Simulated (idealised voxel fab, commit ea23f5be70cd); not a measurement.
A process module follows: voxel self aligned vias.
Cross-section cut: width 245 nm, square cells of 5 nm.
Cross-section, as written here: a square-cell grid given band by band from the top down, where a band holds one or more rows of cells. Band: top height; bottom height; in nm. Then, left to right: material with width in nm, for each material. "everywhere": a single material spanning edge to edge. "blank": empty space. Zero point of the height axis is 0; under it, received wafer = one material. Lowest band: continues down indefinitely, "0 down". A width given as "30..40" starts at the first number in the band's top row and ends at the second number in its bottom row, shifting by an equal amount at every step from row to row. It should be understood that the words "nothing different", when stated for a given step, signify that the cross-section underwent no change in any of its cells during that step. "Completely enclosed voids" - sealed voids, min. 8 cells, no opening to top; format: width x height at distance (distance from left edge; nm throughout). It should be noted that, on the line of a given step, the content following the step's settings is a remark produced by the simulator itself with respect to that step. overlay nm: mask offset rightward from planned place, masked step; negative means leftward offset.
### plan
1. RECEIVE,material Si
2. CONFORMAL_DEP,material SiO2,thk nm 10
3. CONFORMAL_DEP,material SiCN,thk nm 5
4. DIRECTIONAL_DEP,material SiO2,thk nm 20
5. DIRECTIONAL_DEP,material aC,thk nm 10
6. PATTERN,tone open,mask id LINES,material resist,width nm 30,pitch nm 60,thk nm 30,overlay nm 0
7. DIRECTIONAL_ETCH,etch materials aC,depth nm 10
8. STRIP,etch materials resist
9. DIRECTIONAL_ETCH,etch materials SiO2,depth nm 20
10. STRIP,etch materials aC
11. CONFORMAL_DEP,material TiN,thk nm 5
12. FILL_DEP,material W,thk nm 10
13. CMP,height nm 35
14. SELECTIVE_ETCH,etch materials W Ru TiN,depth nm 10
15. FILL_DEP,material SiN,thk nm 10
16. CMP,height nm 35
17. DIRECTIONAL_DEP,material SiO2,thk nm 15
18. MASKED_ETCH,tone open,mask id VIAS,width nm 40,etch materials SiO2,depth nm 15,overlay nm 0
19. MASKED_ETCH,tone open,mask id VIAS,width nm 40,etch materials SiN,depth nm 10,overlay nm 0
20. CONFORMAL_DEP,material TiN,thk nm 5
21. FILL_DEP,material W,thk nm 5
22. CMP,height nm 50
23. CONFORMAL_DEP,material SiN,thk nm 5
### The first of two wafers, run as planned
### As-received wafer cross-section (after step 1)
	0 down | Si everywhere
	Completely enclosed voids: none
### Sectional view: wafer, after step 2
	10 to 0 | SiO2 everywhere
	No changes below 0.
### Sectional view: wafer, after step 3
	15 to 10 | SiCN everywhere
	No changes below 10.
### Sectional view: wafer, after step 4
	35 to 15 | SiO2 everywhere
	No changes below 15.
### Sectional view: wafer, after step 5
	45 to 35 | aC everywhere
	No changes below 35.
### Sectional view: wafer, after step 6
	75 to 45 | resist 75 nm, blank 30 nm, resist 30 nm, blank 30 nm, resist 80 nm
	No changes below 45.
### Sectional view: wafer, after step 7
	65 to 45 | resist 75 nm, blank 30 nm, resist 30 nm, blank 30 nm, resist 80 nm
	45 to 35 | aC 75 nm, blank 30 nm, aC 30 nm, blank 30 nm, aC 80 nm
	No changes below 35.
### Sectional view: wafer, after step 8
	45 to 35 | aC 75 nm, blank 30 nm, aC 30 nm, blank 30 nm, aC 80 nm
	No changes below 35.
### Sectional view: wafer, after step 9
	45 to 35 | aC 75 nm, blank 30 nm, aC 30 nm, blank 30 nm, aC 80 nm
	35 to 15 | SiO2 75 nm, blank 30 nm, SiO2 30 nm, blank 30 nm, SiO2 80 nm
	No changes below 15.
### Sectional view: wafer, after step 10
	35 to 15 | SiO2 75 nm, blank 30 nm, SiO2 30 nm, blank 30 nm, SiO2 80 nm
	No changes below 15.
### Sectional view: wafer, after step 11
	40 to 35 | TiN 80 nm, blank 20 nm, TiN 40 nm, blank 20 nm, TiN 85 nm
	35 to 20 | SiO2 75 nm, TiN 5 nm, blank 20 nm, TiN 5 nm, SiO2 30 nm, TiN 5 nm, blank 20 nm, TiN 5 nm, SiO2 80 nm
	20 to 15 | SiO2 75 nm, TiN 30 nm, SiO2 30 nm, TiN 30 nm, SiO2 80 nm
	No changes below 15.
### Sectional view: wafer, after step 12
	50 to 40 | W everywhere
	40 to 35 | TiN 80 nm, W 20 nm, TiN 40 nm, W 20 nm, TiN 85 nm
	35 to 20 | SiO2 75 nm, TiN 5 nm, W 20 nm, TiN 5 nm, SiO2 30 nm, TiN 5 nm, W 20 nm, TiN 5 nm, SiO2 80 nm
	No changes below 20.
### Sectional view: wafer, after step 13
	35 to 20 | SiO2 75 nm, TiN 5 nm, W 20 nm, TiN 5 nm, SiO2 30 nm, TiN 5 nm, W 20 nm, TiN 5 nm, SiO2 80 nm
	No changes below 20.
### Sectional view: wafer, after step 14
	35 to 25 | SiO2 75 nm, blank 30 nm, SiO2 30 nm, blank 30 nm, SiO2 80 nm
	No changes below 25.
### Sectional view: wafer, after step 15
	45 to 35 | SiN everywhere
	35 to 25 | SiO2 75 nm, SiN 30 nm, SiO2 30 nm, SiN 30 nm, SiO2 80 nm
	No changes below 25.
### Sectional view: wafer, after step 16
	35 to 25 | SiO2 75 nm, SiN 30 nm, SiO2 30 nm, SiN 30 nm, SiO2 80 nm
	No changes below 25.
### Sectional view: wafer, after step 17
	50 to 35 | SiO2 everywhere
	No changes below 35.
### Sectional view: wafer, after step 18
	50 to 35 | SiO2 70 nm, blank 40 nm, SiO2 135 nm
	No changes below 35.
### Sectional view: wafer, after step 19
	50 to 35 | SiO2 70 nm, blank 40 nm, SiO2 135 nm
	35 to 25 | SiO2 75 nm, blank 30 nm, SiO2 30 nm, SiN 30 nm, SiO2 80 nm
	No changes below 25.
### Sectional view: wafer, after step 20
	55 to 50 | TiN 75 nm, blank 30 nm, TiN 140 nm
	50 to 40 | SiO2 70 nm, TiN 5 nm, blank 30 nm, TiN 5 nm, SiO2 135 nm
	40 to 35 | SiO2 70 nm, TiN 10 nm, blank 20 nm, TiN 10 nm, SiO2 135 nm
	35 to 30 | SiO2 75 nm, TiN 5 nm, blank 20 nm, TiN 5 nm, SiO2 30 nm, SiN 30 nm, SiO2 80 nm
	30 to 25 | SiO2 75 nm, TiN 30 nm, SiO2 30 nm, SiN 30 nm, SiO2 80 nm
	No changes below 25.
### Sectional view: wafer, after step 21
	60 to 55 | W everywhere
	55 to 50 | TiN 75 nm, W 30 nm, TiN 140 nm
	50 to 40 | SiO2 70 nm, TiN 5 nm, W 30 nm, TiN 5 nm, SiO2 135 nm
	40 to 35 | SiO2 70 nm, TiN 10 nm, W 20 nm, TiN 10 nm, SiO2 135 nm
	35 to 30 | SiO2 75 nm, TiN 5 nm, W 20 nm, TiN 5 nm, SiO2 30 nm, SiN 30 nm, SiO2 80 nm
	No changes below 30.
### Sectional view: wafer, after step 22
	50 to 40 | SiO2 70 nm, TiN 5 nm, W 30 nm, TiN 5 nm, SiO2 135 nm
	No changes below 40.
### Sectional view: wafer, after step 23
	55 to 50 | SiN everywhere
	No changes below 50.
### Second wafer. Start and plan as for the first. One mistake made in running. Agrees with the first up to and including step 1
Cross-section of the second wafer at the time by which step 2 should have been completed according to the plan: nothing different
### Cross-section of the second wafer at the time by which step 3 should have been completed according to the plan
	5 to 0 | SiCN everywhere
	No changes below 0.
### Cross-section of the second wafer at the time by which step 4 should have been completed according to the plan
	25 to 5 | SiO2 everywhere
	No changes below 5.
### Cross-section of the second wafer at the time by which step 5 should have been completed according to the plan
	35 to 25 | aC everywhere
	No changes below 25.
### Cross-section of the second wafer at the time by which step 6 should have been completed according to the plan
	65 to 35 | resist 75 nm, blank 30 nm, resist 30 nm, blank 30 nm, resist 80 nm
	No changes below 35.
### Cross-section of the second wafer at the time by which step 7 should have been completed according to the plan
	55 to 35 | resist 75 nm, blank 30 nm, resist 30 nm, blank 30 nm, resist 80 nm
	35 to 25 | aC 75 nm, blank 30 nm, aC 30 nm, blank 30 nm, aC 80 nm
	No changes below 25.
### Cross-section of the second wafer at the time by which step 8 should have been completed according to the plan
	35 to 25 | aC 75 nm, blank 30 nm, aC 30 nm, blank 30 nm, aC 80 nm
	No changes below 25.
### Cross-section of the second wafer at the time by which step 9 should have been completed according to the plan
	35 to 25 | aC 75 nm, blank 30 nm, aC 30 nm, blank 30 nm, aC 80 nm
	25 to 5 | SiO2 75 nm, blank 30 nm, SiO2 30 nm, blank 30 nm, SiO2 80 nm
	No changes below 5.
### Cross-section of the second wafer at the time by which step 10 should have been completed according to the plan
	25 to 5 | SiO2 75 nm, blank 30 nm, SiO2 30 nm, blank 30 nm, SiO2 80 nm
	No changes below 5.
### Cross-section of the second wafer at the time by which step 11 should have been completed according to the plan
	30 to 25 | TiN 80 nm, blank 20 nm, TiN 40 nm, blank 20 nm, TiN 85 nm
	25 to 10 | SiO2 75 nm, TiN 5 nm, blank 20 nm, TiN 5 nm, SiO2 30 nm, TiN 5 nm, blank 20 nm, TiN 5 nm, SiO2 80 nm
	10 to 5 | SiO2 75 nm, TiN 30 nm, SiO2 30 nm, TiN 30 nm, SiO2 80 nm
	No changes below 5.
### Cross-section of the second wafer at the time by which step 12 should have been completed according to the plan
	40 to 30 | W everywhere
	30 to 25 | TiN 80 nm, W 20 nm, TiN 40 nm, W 20 nm, TiN 85 nm
	25 to 10 | SiO2 75 nm, TiN 5 nm, W 20 nm, TiN 5 nm, SiO2 30 nm, TiN 5 nm, W 20 nm, TiN 5 nm, SiO2 80 nm
	No changes below 10.
### Cross-section of the second wafer at the time by which step 13 should have been completed according to the plan
	35 to 30 | W everywhere
	No changes below 30.
### Cross-section of the second wafer at the time by which step 14 should have been completed according to the plan
	25 to 10 | SiO2 75 nm, TiN 5 nm, W 20 nm, TiN 5 nm, SiO2 30 nm, TiN 5 nm, W 20 nm, TiN 5 nm, SiO2 80 nm
	No changes below 10.
### Cross-section of the second wafer at the time by which step 15 should have been completed according to the plan
	35 to 25 | SiN everywhere
	No changes below 25.
Cross-section of the second wafer at the time by which step 16 should have been completed according to the plan: nothing different
### Cross-section of the second wafer at the time by which step 17 should have been completed according to the plan
	50 to 35 | SiO2 everywhere
	No changes below 35.
### Cross-section of the second wafer at the time by which step 18 should have been completed according to the plan
	50 to 35 | SiO2 70 nm, blank 40 nm, SiO2 135 nm
	No changes below 35.
### Cross-section of the second wafer at the time by which step 19 should have been completed according to the plan
	50 to 35 | SiO2 70 nm, blank 40 nm, SiO2 135 nm
	35 to 25 | SiN 70 nm, blank 40 nm, SiN 135 nm
	No changes below 25.
### Cross-section of the second wafer at the time by which step 20 should have been completed according to the plan
	55 to 50 | TiN 75 nm, blank 30 nm, TiN 140 nm
	50 to 35 | SiO2 70 nm, TiN 5 nm, blank 30 nm, TiN 5 nm, SiO2 135 nm
	35 to 30 | SiN 70 nm, TiN 5 nm, blank 30 nm, TiN 5 nm, SiN 135 nm
	30 to 25 | SiN 70 nm, TiN 40 nm, SiN 135 nm
	No changes below 25.
### Cross-section of the second wafer at the time by which step 21 should have been completed according to the plan
	60 to 55 | W everywhere
	55 to 50 | TiN 75 nm, W 30 nm, TiN 140 nm
	50 to 35 | SiO2 70 nm, TiN 5 nm, W 30 nm, TiN 5 nm, SiO2 135 nm
	35 to 30 | SiN 70 nm, TiN 5 nm, W 30 nm, TiN 5 nm, SiN 135 nm
	No changes below 30.
### Cross-section of the second wafer at the time by which step 22 should have been completed according to the plan
	50 to 35 | SiO2 70 nm, TiN 5 nm, W 30 nm, TiN 5 nm, SiO2 135 nm
	No changes below 35.
### Cross-section of the second wafer at the time by which step 23 should have been completed according to the plan
	55 to 50 | SiN everywhere
	No changes below 50.
Processing error: step 2 of the plan: omitted, not performed
Cell-count delta at end, second wafer over first, by material: +70 SiN, -98 SiO2, +8 TiN, +20 W
